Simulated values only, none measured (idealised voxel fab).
Process module name: voxel capacitor over wiring
Each square cell in cross-section cut measures 5 nm, and the section as a whole is 265 nm wide.
Think of the cross-section as a grid of square cells. We describe it in bands, top to bottom, and each band covers one or more rows of those cells.
It is stipulated that each band's entry specify, in nanometres, the height of the top of the band and then that of its bottom, followed by the materials of the band in left-to-right sequence, each together with its width in nanometres. A single material marked by the word "edge to edge" is understood to fill the band from edge to edge; the word "blank" is understood to denote empty space.
Basically, 0 is our baseline, since under it the wafer straight out of the box is all one material. The bottom band has no lower end and keeps on going down, so it looks like "0..down".
Width "30..40": first value at the band's top row of cells, second value at its bottom row, equal change from row to row.
Reading "left unchanged" for a step: not a cell of the cross-section changed in it.
So "Closed voids list" is basically the list of trapped voids: any empty space of 8 cells or more that can't reach the top through an opening. They're written width x height at distance, the distance being from the left edge, and it's all nm.
Formally, on a step line, whatever follows the settings is a remark that the simulator itself makes on the step.
The "overlay nm" setting may appear on a step's line; for a step that uses a mask, it gives how far to the right of its planned position the mask lay, and a negative value indicates the left.
For the reader: what remains of this document is a series of pairs, each showing a cross-section before one process step and a cross-section after that step which reaches down only to the lowest band that changed, with the step between them and its settings set out under the pair. It should not be assumed that a pair continues from the pair above it; the pairs can come from different runs of this module on the same starting wafer, and such continuity exists only where the entry headed "Ex-ante state" says so.
Ex-ante state
    0..down  Si edge to edge
    Closed voids list: none
Resulting Structure
    15..0  SiO2 edge to edge
    Anything lower than 0 is untouched.
    Closed voids list: none
Step taken after the before cross-section and before the after cross-section above: CONFORMAL_DEP with material SiO2, thk nm 15
Ex-ante state: For the state before this step, see the after cross-section of the pair located directly above.
Resulting Structure
    20..15  TiN edge to edge
    Anything lower than 15 is untouched.
    Closed voids list: none
Step taken after the before cross-section and before the after cross-section above: DIRECTIONAL_DEP with material TiN, thk nm 5
Ex-ante state: For the state before this step, see the after cross-section of the pair located directly above.
Resulting Structure
    35..20  W edge to edge
    Anything lower than 20 is untouched.
    Closed voids list: none
Step taken after the before cross-section and before the after cross-section above: DIRECTIONAL_DEP with material W, thk nm 15
Ex-ante state: For the state before this step, see the after cross-section of the pair located directly above.
Resulting Structure
    50..35  blank 80 nm, resist 25 nm, blank 55 nm, resist 25 nm, blank 80 nm
    Anything lower than 35 is untouched.
    Closed voids list: none
Step taken after the before cross-section and before the after cross-section above: PATTERN with tone cover, mask id METAL_1, material resist, width nm 25, pitch nm 80, thk nm 15, overlay nm 0
Ex-ante state: For the state before this step, see the after cross-section of the pair located directly above.
Resulting Structure
    50..35  blank 80 nm, resist 25 nm, blank 55 nm, resist 25 nm, blank 80 nm
    35..20  blank 80 nm, W 25 nm, blank 55 nm, W 25 nm, blank 80 nm
    Anything lower than 20 is untouched.
    Closed voids list: none
Step taken after the before cross-section and before the after cross-section above: DIRECTIONAL_ETCH with etch materials W, depth nm 15
Ex-ante state: For the state before this step, see the after cross-section of the pair located directly above.
Resulting Structure
    50..35  blank 80 nm, resist 25 nm, blank 55 nm, resist 25 nm, blank 80 nm
    35..20  blank 80 nm, W 25 nm, blank 55 nm, W 25 nm, blank 80 nm
    20..15  blank 80 nm, TiN 25 nm, blank 55 nm, TiN 25 nm, blank 80 nm
    Anything lower than 15 is untouched.
    Closed voids list: none
Step taken after the before cross-section and before the after cross-section above: DIRECTIONAL_ETCH with etch materials TiN, depth nm 5
Ex-ante state: For the state before this step, see the after cross-section of the pair located directly above.
Resulting Structure
    35..20  blank 80 nm, W 25 nm, blank 55 nm, W 25 nm, blank 80 nm
    Anything lower than 20 is untouched.
    Closed voids list: none
Step taken after the before cross-section and before the after cross-section above: STRIP with etch materials resist
Ex-ante state: For the state before this step, see the after cross-section of the pair located directly above.
Resulting Structure
    40..35  blank 75 nm, SiCN 35 nm, blank 45 nm, SiCN 35 nm, blank 75 nm
    35..20  blank 75 nm, SiCN 5 nm, W 25 nm, SiCN 5 nm, blank 45 nm, SiCN 5 nm, W 25 nm, SiCN 5 nm, blank 75 nm
    20..15  SiCN 80 nm, TiN 25 nm, SiCN 55 nm, TiN 25 nm, SiCN 80 nm
    Anything lower than 15 is untouched.
    Closed voids list: none
Step taken after the before cross-section and before the after cross-section above: CONFORMAL_DEP with material SiCN, thk nm 5
Ex-ante state: For the state before this step, see the after cross-section of the pair located directly above.
Resulting Structure
    45..40  lowk edge to edge
    40..35  lowk 75 nm, SiCN 35 nm, lowk 45 nm, SiCN 35 nm, lowk 75 nm
    35..20  lowk 75 nm, SiCN 5 nm, W 25 nm, SiCN 5 nm, lowk 45 nm, SiCN 5 nm, W 25 nm, SiCN 5 nm, lowk 75 nm
    Anything lower than 20 is untouched.
    Closed voids list: none
Step taken after the before cross-section and before the after cross-section above: FILL_DEP with material lowk, thk nm 5
Ex-ante state: For the state before this step, see the after cross-section of the pair located directly above.
Resulting Structure
    35..20  lowk 75 nm, SiCN 5 nm, W 25 nm, SiCN 5 nm, lowk 45 nm, SiCN 5 nm, W 25 nm, SiCN 5 nm, lowk 75 nm
    Anything lower than 20 is untouched.
    Closed voids list: none
Step taken after the before cross-section and before the after cross-section above: CMP with height nm 35
Ex-ante state: For the state before this step, see the after cross-section of the pair located directly above.
Resulting Structure
    40..35  SiCN edge to edge
    Anything lower than 35 is untouched.
    Closed voids list: none
Step taken after the before cross-section and before the after cross-section above: CONFORMAL_DEP with material SiCN, thk nm 5
Ex-ante state: For the state before this step, see the after cross-section of the pair located directly above.
Resulting Structure
    60..40  lowk edge to edge
    Anything lower than 40 is untouched.
    Closed voids list: none
Step taken after the before cross-section and before the after cross-section above: DIRECTIONAL_DEP with material lowk, thk nm 20
Ex-ante state: For the state before this step, see the after cross-section of the pair located directly above.
Resulting Structure
    75..60  resist 90 nm, blank 15 nm, resist 160 nm
    Anything lower than 60 is untouched.
    Closed voids list: none
Step taken after the before cross-section and before the after cross-section above: PATTERN with tone open, mask id PLUG_1, material resist, width nm 15, thk nm 15, overlay nm 0
Ex-ante state: For the state before this step, see the after cross-section of the pair located directly above.
Resulting Structure
    75..60  resist 90 nm, blank 15 nm, resist 160 nm
    60..40  lowk 90 nm, blank 15 nm, lowk 160 nm
    Anything lower than 40 is untouched.
    Closed voids list: none
Step taken after the before cross-section and before the after cross-section above: DIRECTIONAL_ETCH with etch materials lowk, depth nm 20
Ex-ante state: For the state before this step, see the after cross-section of the pair located directly above.
Resulting Structure
    75..60  resist 90 nm, blank 15 nm, resist 160 nm
    60..40  lowk 90 nm, blank 15 nm, lowk 160 nm
    40..35  SiCN 90 nm, blank 15 nm, SiCN 160 nm
    Anything lower than 35 is untouched.
    Closed voids list: none
Step taken after the before cross-section and before the after cross-section above: DIRECTIONAL_ETCH with etch materials SiCN, depth nm 5
Ex-ante state: For the state before this step, see the after cross-section of the pair located directly above.
Resulting Structure
    60..40  lowk 90 nm, blank 15 nm, lowk 160 nm
    Anything lower than 40 is untouched.
    Closed voids list: none
Step taken after the before cross-section and before the after cross-section above: STRIP with etch materials resist
Ex-ante state: For the state before this step, see the after cross-section of the pair located directly above.
Resulting Structure
    65..60  TiN 95 nm, blank 5 nm, TiN 165 nm
    60..40  lowk 90 nm, TiN 5 nm, blank 5 nm, TiN 5 nm, lowk 160 nm
    40..35  SiCN 90 nm, TiN 15 nm, SiCN 160 nm
    Anything lower than 35 is untouched.
    Closed voids list: none
Step taken after the before cross-section and before the after cross-section above: CONFORMAL_DEP with material TiN, thk nm 5
Ex-ante state: For the state before this step, see the after cross-section of the pair located directly above.
Resulting Structure
    70..65  W edge to edge
    65..60  TiN 95 nm, W 5 nm, TiN 165 nm
    60..40  lowk 90 nm, TiN 5 nm, W 5 nm, TiN 5 nm, lowk 160 nm
    Anything lower than 40 is untouched.
    Closed voids list: none
Step taken after the before cross-section and before the after cross-section above: FILL_DEP with material W, thk nm 5
Ex-ante state: For the state before this step, see the after cross-section of the pair located directly above.
Resulting Structure
    60..40  lowk 90 nm, TiN 5 nm, W 5 nm, TiN 5 nm, lowk 160 nm
    Anything lower than 40 is untouched.
    Closed voids list: none
Step taken after the before cross-section and before the after cross-section above: CMP with height nm 60
Ex-ante state: For the state before this step, see the after cross-section of the pair located directly above.
Resulting Structure
    65..60  TiN edge to edge
    Anything lower than 60 is untouched.
    Closed voids list: none
Step taken after the before cross-section and before the after cross-section above: DIRECTIONAL_DEP with material TiN, thk nm 5
Ex-ante state: For the state before this step, see the after cross-section of the pair located directly above.
Resulting Structure
    70..65  HfO2 edge to edge
    Anything lower than 65 is untouched.
    Closed voids list: none
Step taken after the before cross-section and before the after cross-section above: DIRECTIONAL_DEP with material HfO2, thk nm 5
Ex-ante state: For the state before this step, see the after cross-section of the pair located directly above.
Resulting Structure
    75..70  TiN edge to edge
    Anything lower than 70 is untouched.
    Closed voids list: none
Step taken after the before cross-section and before the after cross-section above: DIRECTIONAL_DEP with material TiN, thk nm 5
Ex-ante state: For the state before this step, see the after cross-section of the pair located directly above.
Resulting Structure
    90..75  blank 90 nm, resist 60 nm, blank 115 nm
    Anything lower than 75 is untouched.
    Closed voids list: none
Step taken after the before cross-section and before the after cross-section above: PATTERN with tone cover, mask id UPPER_PLATE, material resist, width nm 60, thk nm 15, overlay nm 0
Ex-ante state: For the state before this step, see the after cross-section of the pair located directly above.
Resulting Structure
    90..75  blank 90 nm, resist 60 nm, blank 115 nm
    75..70  blank 90 nm, TiN 60 nm, blank 115 nm
    Anything lower than 70 is untouched.
    Closed voids list: none
Step taken after the before cross-section and before the after cross-section above: DIRECTIONAL_ETCH with etch materials TiN, depth nm 5
Ex-ante state: For the state before this step, see the after cross-section of the pair located directly above.
Resulting Structure
    90..75  blank 90 nm, resist 60 nm, blank 115 nm
    75..70  blank 90 nm, TiN 60 nm, blank 115 nm
    70..65  blank 90 nm, HfO2 60 nm, blank 115 nm
    Anything lower than 65 is untouched.
    Closed voids list: none
Step taken after the before cross-section and before the after cross-section above: DIRECTIONAL_ETCH with etch materials HfO2, depth nm 5
Ex-ante state: For the state before this step, see the after cross-section of the pair located directly above.
Resulting Structure
    75..70  blank 90 nm, TiN 60 nm, blank 115 nm
    Anything lower than 70 is untouched.
    Closed voids list: none
Step taken after the before cross-section and before the after cross-section above: STRIP with etch materials resist
Ex-ante state: For the state before this step, see the after cross-section of the pair located directly above.
Resulting Structure
    90..75  blank 85 nm, resist 70 nm, blank 110 nm
    75..70  blank 85 nm, resist 5 nm, TiN 60 nm, resist 5 nm, blank 110 nm
    70..65  blank 85 nm, resist 5 nm, HfO2 60 nm, resist 5 nm, blank 110 nm
    Anything lower than 65 is untouched.
    Closed voids list: none
Step taken after the before cross-section and before the after cross-section above: PATTERN with tone cover, mask id LOWER_PLATE, material resist, width nm 70, thk nm 15, overlay nm 0
Ex-ante state: For the state before this step, see the after cross-section of the pair located directly above.
Resulting Structure
    90..75  blank 85 nm, resist 70 nm, blank 110 nm
    75..70  blank 85 nm, resist 5 nm, TiN 60 nm, resist 5 nm, blank 110 nm
    70..65  blank 85 nm, resist 5 nm, HfO2 60 nm, resist 5 nm, blank 110 nm
    65..60  blank 85 nm, TiN 70 nm, blank 110 nm
    Anything lower than 60 is untouched.
    Closed voids list: none
Step taken after the before cross-section and before the after cross-section above: DIRECTIONAL_ETCH with etch materials TiN, depth nm 5
Ex-ante state: For the state before this step, see the after cross-section of the pair located directly above.
Resulting Structure
    75..70  blank 90 nm, TiN 60 nm, blank 115 nm
    70..65  blank 90 nm, HfO2 60 nm, blank 115 nm
    Anything lower than 65 is untouched.
    Closed voids list: none
Step taken after the before cross-section and before the after cross-section above: STRIP with etch materials resist
Ex-ante state: For the state before this step, see the after cross-section of the pair located directly above.
Resulting Structure
    90..75  SiO2 edge to edge
    75..70  SiO2 90 nm, TiN 60 nm, SiO2 115 nm
    70..65  SiO2 90 nm, HfO2 60 nm, SiO2 115 nm
    65..60  SiO2 85 nm, TiN 70 nm, SiO2 110 nm
    Anything lower than 60 is untouched.
    Closed voids list: none
Step taken after the before cross-section and before the after cross-section above: FILL_DEP with material SiO2, thk nm 15
Ex-ante state: For the state before this step, see the after cross-section of the pair located directly above.
Resulting Structure
    85..75  SiO2 edge to edge
    Anything lower than 75 is untouched.
    Closed voids list: none
Step taken after the before cross-section and before the after cross-section above: CMP with height nm 85
Ex-ante state: For the state before this step, see the after cross-section of the pair located directly above.
Resulting Structure
    95..85  aC edge to edge
    Anything lower than 85 is untouched.
    Closed voids list: none
Step taken after the before cross-section and before the after cross-section above: DIRECTIONAL_DEP with material aC, thk nm 10
Ex-ante state: For the state before this step, see the after cross-section of the pair located directly above.
Resulting Structure
    125..95  resist 100 nm, blank 15 nm, resist 150 nm
    Anything lower than 95 is untouched.
    Closed voids list: none
Step taken after the before cross-section and before the after cross-section above: PATTERN with tone open, mask id PLUG_2, material resist, width nm 15, thk nm 30, overlay nm 0
Ex-ante state: For the state before this step, see the after cross-section of the pair located directly above.
Resulting Structure
    115..95  resist 100 nm, blank 15 nm, resist 150 nm
    95..85  aC 100 nm, blank 15 nm, aC 150 nm
    Anything lower than 85 is untouched.
    Closed voids list: none
Step taken after the before cross-section and before the after cross-section above: DIRECTIONAL_ETCH with etch materials aC, depth nm 10
Ex-ante state: For the state before this step, see the after cross-section of the pair located directly above.
Resulting Structure
    95..85  aC 100 nm, blank 15 nm, aC 150 nm
    Anything lower than 85 is untouched.
    Closed voids list: none
Step taken after the before cross-section and before the after cross-section above: STRIP with etch materials resist
Ex-ante state: For the state before this step, see the after cross-section of the pair located directly above.
Resulting Structure
    95..85  aC 100 nm, blank 15 nm, aC 150 nm
    85..75  SiO2 100 nm, blank 15 nm, SiO2 150 nm
    Anything lower than 75 is untouched.
    Closed voids list: none
Step taken after the before cross-section and before the after cross-section above: DIRECTIONAL_ETCH with etch materials SiO2, depth nm 10
Ex-ante state: For the state before this step, see the after cross-section of the pair located directly above.
Resulting Structure
    85..75  SiO2 100 nm, blank 15 nm, SiO2 150 nm
    Anything lower than 75 is untouched.
    Closed voids list: none
Step taken after the before cross-section and before the after cross-section above: STRIP with etch materials aC
Ex-ante state: For the state before this step, see the after cross-section of the pair located directly above.
Resulting Structure
    90..85  TiN 105 nm, blank 5 nm, TiN 155 nm
    85..80  SiO2 100 nm, TiN 5 nm, blank 5 nm, TiN 5 nm, SiO2 150 nm
    80..70  SiO2 100..90 nm, TiN 15..60 nm, SiO2 150..115 nm
    Anything lower than 70 is untouched.
    Closed voids list: none
Step taken after the before cross-section and before the after cross-section above: CONFORMAL_DEP with material TiN, thk nm 5
Ex-ante state: For the state before this step, see the after cross-section of the pair located directly above.
Resulting Structure
    100..90  Ru edge to edge
    90..85  TiN 105 nm, Ru 5 nm, TiN 155 nm
    85..80  SiO2 100 nm, TiN 5 nm, Ru 5 nm, TiN 5 nm, SiO2 150 nm
    Anything lower than 80 is untouched.
    Closed voids list: none
Step taken after the before cross-section and before the after cross-section above: FILL_DEP with material Ru, thk nm 10
Ex-ante state: For the state before this step, see the after cross-section of the pair located directly above.
Resulting Structure
    85..80  SiO2 100 nm, TiN 5 nm, Ru 5 nm, TiN 5 nm, SiO2 150 nm
    Anything lower than 80 is untouched.
    Closed voids list: none
Step taken after the before cross-section and before the after cross-section above: CMP with height nm 85
Ex-ante state: For the state before this step, see the after cross-section of the pair located directly above.
Resulting Structure
    90..85  SiCN edge to edge
    Anything lower than 85 is untouched.
    Closed voids list: none
Step taken after the before cross-section and before the after cross-section above: CONFORMAL_DEP with material SiCN, thk nm 5
Ex-ante state
    65..60  TiN edge to edge
    60..40  lowk 90 nm, TiN 5 nm, W 5 nm, TiN 5 nm, lowk 160 nm
    40..35  SiCN 90 nm, TiN 15 nm, SiCN 160 nm
    35..20  lowk 75 nm, SiCN 5 nm, W 25 nm, SiCN 5 nm, lowk 45 nm, SiCN 5 nm, W 25 nm, SiCN 5 nm, lowk 75 nm
    20..15  SiCN 80 nm, TiN 25 nm, SiCN 55 nm, TiN 25 nm, SiCN 80 nm
    15..0  SiO2 edge to edge
    0..down  Si edge to edge
    Closed voids list: none
Resulting Structure
    70..60  TiN edge to edge
    Anything lower than 60 is untouched.
    Closed voids list: none
Step taken after the before cross-section and before the after cross-section above: DIRECTIONAL_DEP with material TiN, thk nm 5
Ex-ante state: For the state before this step, see the after cross-section of the pair located directly above.
Resulting Structure
    85..70  blank 90 nm, resist 60 nm, blank 115 nm
    Anything lower than 70 is untouched.
    Closed voids list: none
Step taken after the before cross-section and before the after cross-section above: PATTERN with tone cover, mask id UPPER_PLATE, material resist, width nm 60, thk nm 15, overlay nm 0
Ex-ante state: For the state before this step, see the after cross-section of the pair located directly above.
Resulting Structure
    85..70  blank 90 nm, resist 60 nm, blank 115 nm
    70..65  blank 90 nm, TiN 60 nm, blank 115 nm
    Anything lower than 65 is untouched.
    Closed voids list: none
Step taken after the before cross-section and before the after cross-section above: DIRECTIONAL_ETCH with etch materials TiN, depth nm 5
Ex-ante state: For the state before this step, see the after cross-section of the pair located directly above.
Resulting Structure
    70..65  blank 90 nm, TiN 60 nm, blank 115 nm
    Anything lower than 65 is untouched.
    Closed voids list: none
Step taken after the before cross-section and before the after cross-section above: STRIP with etch materials resist
Ex-ante state: For the state before this step, see the after cross-section of the pair located directly above.
Resulting Structure
    85..70  blank 85 nm, resist 70 nm, blank 110 nm
    70..65  blank 85 nm, resist 5 nm, TiN 60 nm, resist 5 nm, blank 110 nm
    Anything lower than 65 is untouched.
    Closed voids list: none
Step taken after the before cross-section and before the after cross-section above: PATTERN with tone cover, mask id LOWER_PLATE, material resist, width nm 70, thk nm 15, overlay nm 0
Ex-ante state: For the state before this step, see the after cross-section of the pair located directly above.
Resulting Structure
    85..70  blank 85 nm, resist 70 nm, blank 110 nm
    70..65  blank 85 nm, resist 5 nm, TiN 60 nm, resist 5 nm, blank 110 nm
    65..60  blank 85 nm, TiN 70 nm, blank 110 nm
    Anything lower than 60 is untouched.
    Closed voids list: none
Step taken after the before cross-section and before the after cross-section above: DIRECTIONAL_ETCH with etch materials TiN, depth nm 5
Ex-ante state: For the state before this step, see the after cross-section of the pair located directly above.
Resulting Structure
    70..60  blank 90..85 nm, TiN 60..70 nm, blank 115..110 nm
    Anything lower than 60 is untouched.
    Closed voids list: none
Step taken after the before cross-section and before the after cross-section above: STRIP with etch materials resist
Ex-ante state: For the state before this step, see the after cross-section of the pair located directly above.
Resulting Structure
    85..70  SiO2 edge to edge
    70..60  SiO2 90..85 nm, TiN 60..70 nm, SiO2 115..110 nm
    Anything lower than 60 is untouched.
    Closed voids list: none
Step taken after the before cross-section and before the after cross-section above: FILL_DEP with material SiO2, thk nm 15
Ex-ante state: For the state before this step, see the after cross-section of the pair located directly above.
Resulting Structure
    95..85  aC edge to edge
    Anything lower than 85 is untouched.
    Closed voids list: none
Step taken after the before cross-section and before the after cross-section above: DIRECTIONAL_DEP with material aC, thk nm 10
Ex-ante state: For the state before this step, see the after cross-section of the pair located directly above.
Resulting Structure
    125..95  resist 100 nm, blank 15 nm, resist 150 nm
    Anything lower than 95 is untouched.
    Closed voids list: none
Step taken after the before cross-section and before the after cross-section above: PATTERN with tone open, mask id PLUG_2, material resist, width nm 15, thk nm 30, overlay nm 0
Ex-ante state: For the state before this step, see the after cross-section of the pair located directly above.
Resulting Structure
    115..95  resist 100 nm, blank 15 nm, resist 150 nm
    95..85  aC 100 nm, blank 15 nm, aC 150 nm
    Anything lower than 85 is untouched.
    Closed voids list: none
Step taken after the before cross-section and before the after cross-section above: DIRECTIONAL_ETCH with etch materials aC, depth nm 10
Ex-ante state: For the state before this step, see the after cross-section of the pair located directly above.
Resulting Structure
    95..85  aC 100 nm, blank 15 nm, aC 150 nm
    Anything lower than 85 is untouched.
    Closed voids list: none
Step taken after the before cross-section and before the after cross-section above: STRIP with etch materials resist
Ex-ante state: For the state before this step, see the after cross-section of the pair located directly above.
Resulting Structure
    95..85  aC 100 nm, blank 15 nm, aC 150 nm
    85..75  SiO2 100 nm, blank 15 nm, SiO2 150 nm
    Anything lower than 75 is untouched.
    Closed voids list: none
Step taken after the before cross-section and before the after cross-section above: DIRECTIONAL_ETCH with etch materials SiO2, depth nm 10
Ex-ante state: For the state before this step, see the after cross-section of the pair located directly above.
Resulting Structure
    85..75  SiO2 100 nm, blank 15 nm, SiO2 150 nm
    Anything lower than 75 is untouched.
    Closed voids list: none
Step taken after the before cross-section and before the after cross-section above: STRIP with etch materials aC
Ex-ante state: For the state before this step, see the after cross-section of the pair located directly above.
Resulting Structure
    90..85  TiN 105 nm, blank 5 nm, TiN 155 nm
    85..80  SiO2 100 nm, TiN 5 nm, blank 5 nm, TiN 5 nm, SiO2 150 nm
    80..75  SiO2 100 nm, TiN 15 nm, SiO2 150 nm
    Anything lower than 75 is untouched.
    Closed voids list: none
Step taken after the before cross-section and before the after cross-section above: CONFORMAL_DEP with material TiN, thk nm 5
Ex-ante state: For the state before this step, see the after cross-section of the pair located directly above.
Resulting Structure
    100..90  Ru edge to edge
    90..85  TiN 105 nm, Ru 5 nm, TiN 155 nm
    85..80  SiO2 100 nm, TiN 5 nm, Ru 5 nm, TiN 5 nm, SiO2 150 nm
    Anything lower than 80 is untouched.
    Closed voids list: none
Step taken after the before cross-section and before the after cross-section above: FILL_DEP with material Ru, thk nm 10
Ex-ante state: For the state before this step, see the after cross-section of the pair located directly above.
Resulting Structure
    85..80  SiO2 100 nm, TiN 5 nm, Ru 5 nm, TiN 5 nm, SiO2 150 nm
    Anything lower than 80 is untouched.
    Closed voids list: none
Step taken after the before cross-section and before the after cross-section above: CMP with height nm 85
Ex-ante state: For the state before this step, see the after cross-section of the pair located directly above.
Resulting Structure
    90..85  SiCN edge to edge
    Anything lower than 85 is untouched.
    Closed voids list: none
Step taken after the before cross-section and before the after cross-section above: CONFORMAL_DEP with material SiCN, thk nm 5
Ex-ante state
    15..0  SiO2 edge to edge
    0..down  Si edge to edge
    Closed voids list: none
Resulting Structure
    30..0  SiO2 edge to edge
    Anything lower than 0 is untouched.
    Closed voids list: none
Step taken after the before cross-section and before the after cross-section above: CONFORMAL_DEP with material SiO2, thk nm 15
Ex-ante state: For the state before this step, see the after cross-section of the pair located directly above.
Resulting Structure
    35..30  TiN edge to edge
    Anything lower than 30 is untouched.
    Closed voids list: none
Step taken after the before cross-section and before the after cross-section above: DIRECTIONAL_DEP with material TiN, thk nm 5
Ex-ante state: For the state before this step, see the after cross-section of the pair located directly above.
Resulting Structure
    50..35  W edge to edge
    Anything lower than 35 is untouched.
    Closed voids list: none
Step taken after the before cross-section and before the after cross-section above: DIRECTIONAL_DEP with material W, thk nm 15
Ex-ante state: For the state before this step, see the after cross-section of the pair located directly above.
Resulting Structure
    65..50  blank 80 nm, resist 25 nm, blank 55 nm, resist 25 nm, blank 80 nm
    Anything lower than 50 is untouched.
    Closed voids list: none
Step taken after the before cross-section and before the after cross-section above: PATTERN with tone cover, mask id METAL_1, material resist, width nm 25, pitch nm 80, thk nm 15, overlay nm 0
Ex-ante state: For the state before this step, see the after cross-section of the pair located directly above.
Resulting Structure
    65..50  blank 80 nm, resist 25 nm, blank 55 nm, resist 25 nm, blank 80 nm
    50..35  blank 80 nm, W 25 nm, blank 55 nm, W 25 nm, blank 80 nm
    Anything lower than 35 is untouched.
    Closed voids list: none
Step taken after the before cross-section and before the after cross-section above: DIRECTIONAL_ETCH with etch materials W, depth nm 15
Ex-ante state: For the state before this step, see the after cross-section of the pair located directly above.
Resulting Structure
    65..50  blank 80 nm, resist 25 nm, blank 55 nm, resist 25 nm, blank 80 nm
    50..35  blank 80 nm, W 25 nm, blank 55 nm, W 25 nm, blank 80 nm
    35..30  blank 80 nm, TiN 25 nm, blank 55 nm, TiN 25 nm, blank 80 nm
    Anything lower than 30 is untouched.
    Closed voids list: none
Step taken after the before cross-section and before the after cross-section above: DIRECTIONAL_ETCH with etch materials TiN, depth nm 5
Ex-ante state: For the state before this step, see the after cross-section of the pair located directly above.
Resulting Structure
    50..35  blank 80 nm, W 25 nm, blank 55 nm, W 25 nm, blank 80 nm
    Anything lower than 35 is untouched.
    Closed voids list: none
Step taken after the before cross-section and before the after cross-section above: STRIP with etch materials resist
Ex-ante state: For the state before this step, see the after cross-section of the pair located directly above.
Resulting Structure
    55..50  blank 75 nm, SiCN 35 nm, blank 45 nm, SiCN 35 nm, blank 75 nm
    50..35  blank 75 nm, SiCN 5 nm, W 25 nm, SiCN 5 nm, blank 45 nm, SiCN 5 nm, W 25 nm, SiCN 5 nm, blank 75 nm
    35..30  SiCN 80 nm, TiN 25 nm, SiCN 55 nm, TiN 25 nm, SiCN 80 nm
    Anything lower than 30 is untouched.
    Closed voids list: none
Step taken after the before cross-section and before the after cross-section above: CONFORMAL_DEP with material SiCN, thk nm 5
Ex-ante state: For the state before this step, see the after cross-section of the pair located directly above.
Resulting Structure
    60..55  lowk edge to edge
    55..50  lowk 75 nm, SiCN 35 nm, lowk 45 nm, SiCN 35 nm, lowk 75 nm
    50..35  lowk 75 nm, SiCN 5 nm, W 25 nm, SiCN 5 nm, lowk 45 nm, SiCN 5 nm, W 25 nm, SiCN 5 nm, lowk 75 nm
    Anything lower than 35 is untouched.
    Closed voids list: none
Step taken after the before cross-section and before the after cross-section above: FILL_DEP with material lowk, thk nm 5
Ex-ante state: For the state before this step, see the after cross-section of the pair located directly above.
Resulting Structure
    35..30  SiCN 80 nm, TiN 25 nm, SiCN 55 nm, TiN 25 nm, SiCN 80 nm
    Anything lower than 30 is untouched.
    Closed voids list: none
Step taken after the before cross-section and before the after cross-section above: CMP with height nm 35
Ex-ante state: For the state before this step, see the after cross-section of the pair located directly above.
Resulting Structure
    40..35  SiCN edge to edge
    Anything lower than 35 is untouched.
    Closed voids list: none
Step taken after the before cross-section and before the after cross-section above: CONFORMAL_DEP with material SiCN, thk nm 5
Ex-ante state: For the state before this step, see the after cross-section of the pair located directly above.
Resulting Structure
    60..40  lowk edge to edge
    Anything lower than 40 is untouched.
    Closed voids list: none
Step taken after the before cross-section and before the after cross-section above: DIRECTIONAL_DEP with material lowk, thk nm 20
Ex-ante state: For the state before this step, see the after cross-section of the pair located directly above.
Resulting Structure
    75..60  resist 90 nm, blank 15 nm, resist 160 nm
    Anything lower than 60 is untouched.
    Closed voids list: none
Step taken after the before cross-section and before the after cross-section above: PATTERN with tone open, mask id PLUG_1, material resist, width nm 15, thk nm 15, overlay nm 0
Ex-ante state: For the state before this step, see the after cross-section of the pair located directly above.
Resulting Structure
    75..60  resist 90 nm, blank 15 nm, resist 160 nm
    60..40  lowk 90 nm, blank 15 nm, lowk 160 nm
    Anything lower than 40 is untouched.
    Closed voids list: none
Step taken after the before cross-section and before the after cross-section above: DIRECTIONAL_ETCH with etch materials lowk, depth nm 20
Ex-ante state: For the state before this step, see the after cross-section of the pair located directly above.
Resulting Structure
    75..60  resist 90 nm, blank 15 nm, resist 160 nm
    60..40  lowk 90 nm, blank 15 nm, lowk 160 nm
    40..35  SiCN 90 nm, blank 15 nm, SiCN 160 nm
    Anything lower than 35 is untouched.
    Closed voids list: none
Step taken after the before cross-section and before the after cross-section above: DIRECTIONAL_ETCH with etch materials SiCN, depth nm 5
Ex-ante state: For the state before this step, see the after cross-section of the pair located directly above.
Resulting Structure
    60..40  lowk 90 nm, blank 15 nm, lowk 160 nm
    Anything lower than 40 is untouched.
    Closed voids list: none
Step taken after the before cross-section and before the after cross-section above: STRIP with etch materials resist
Ex-ante state: For the state before this step, see the after cross-section of the pair located directly above.
Resulting Structure
    65..60  TiN 95 nm, blank 5 nm, TiN 165 nm
    60..40  lowk 90 nm, TiN 5 nm, blank 5 nm, TiN 5 nm, lowk 160 nm
    40..35  SiCN 90 nm, TiN 15 nm, SiCN 160 nm
    Anything lower than 35 is untouched.
    Closed voids list: none
Step taken after the before cross-section and before the after cross-section above: CONFORMAL_DEP with material TiN, thk nm 5
Ex-ante state: For the state before this step, see the after cross-section of the pair located directly above.
Resulting Structure
    70..65  W edge to edge
    65..60  TiN 95 nm, W 5 nm, TiN 165 nm
    60..40  lowk 90 nm, TiN 5 nm, W 5 nm, TiN 5 nm, lowk 160 nm
    Anything lower than 40 is untouched.
    Closed voids list: none
Step taken after the before cross-section and before the after cross-section above: FILL_DEP with material W, thk nm 5
Ex-ante state: For the state before this step, see the after cross-section of the pair located directly above.
Resulting Structure
    60..40  lowk 90 nm, TiN 5 nm, W 5 nm, TiN 5 nm, lowk 160 nm
    Anything lower than 40 is untouched.
    Closed voids list: none
Step taken after the before cross-section and before the after cross-section above: CMP with height nm 60
Ex-ante state: For the state before this step, see the after cross-section of the pair located directly above.
Resulting Structure
    65..60  TiN edge to edge
    Anything lower than 60 is untouched.
    Closed voids list: none
Step taken after the before cross-section and before the after cross-section above: DIRECTIONAL_DEP with material TiN, thk nm 5
Ex-ante state: For the state before this step, see the after cross-section of the pair located directly above.
Resulting Structure
    70..65  HfO2 edge to edge
    Anything lower than 65 is untouched.
    Closed voids list: none
Step taken after the before cross-section and before the after cross-section above: DIRECTIONAL_DEP with material HfO2, thk nm 5
Ex-ante state: For the state before this step, see the after cross-section of the pair located directly above.
Resulting Structure
    75..70  TiN edge to edge
    Anything lower than 70 is untouched.
    Closed voids list: none
Step taken after the before cross-section and before the after cross-section above: DIRECTIONAL_DEP with material TiN, thk nm 5
Ex-ante state: For the state before this step, see the after cross-section of the pair located directly above.
Resulting Structure
    90..75  blank 90 nm, resist 60 nm, blank 115 nm
    Anything lower than 75 is untouched.
    Closed voids list: none
Step taken after the before cross-section and before the after cross-section above: PATTERN with tone cover, mask id UPPER_PLATE, material resist, width nm 60, thk nm 15, overlay nm 0
Ex-ante state: For the state before this step, see the after cross-section of the pair located directly above.
Resulting Structure
    90..75  blank 90 nm, resist 60 nm, blank 115 nm
    75..70  blank 90 nm, TiN 60 nm, blank 115 nm
    Anything lower than 70 is untouched.
    Closed voids list: none
Step taken after the before cross-section and before the after cross-section above: DIRECTIONAL_ETCH with etch materials TiN, depth nm 5
Ex-ante state: For the state before this step, see the after cross-section of the pair located directly above.
Resulting Structure
    90..75  blank 90 nm, resist 60 nm, blank 115 nm
    75..70  blank 90 nm, TiN 60 nm, blank 115 nm
    70..65  blank 90 nm, HfO2 60 nm, blank 115 nm
    Anything lower than 65 is untouched.
    Closed voids list: none
Step taken after the before cross-section and before the after cross-section above: DIRECTIONAL_ETCH with etch materials HfO2, depth nm 5
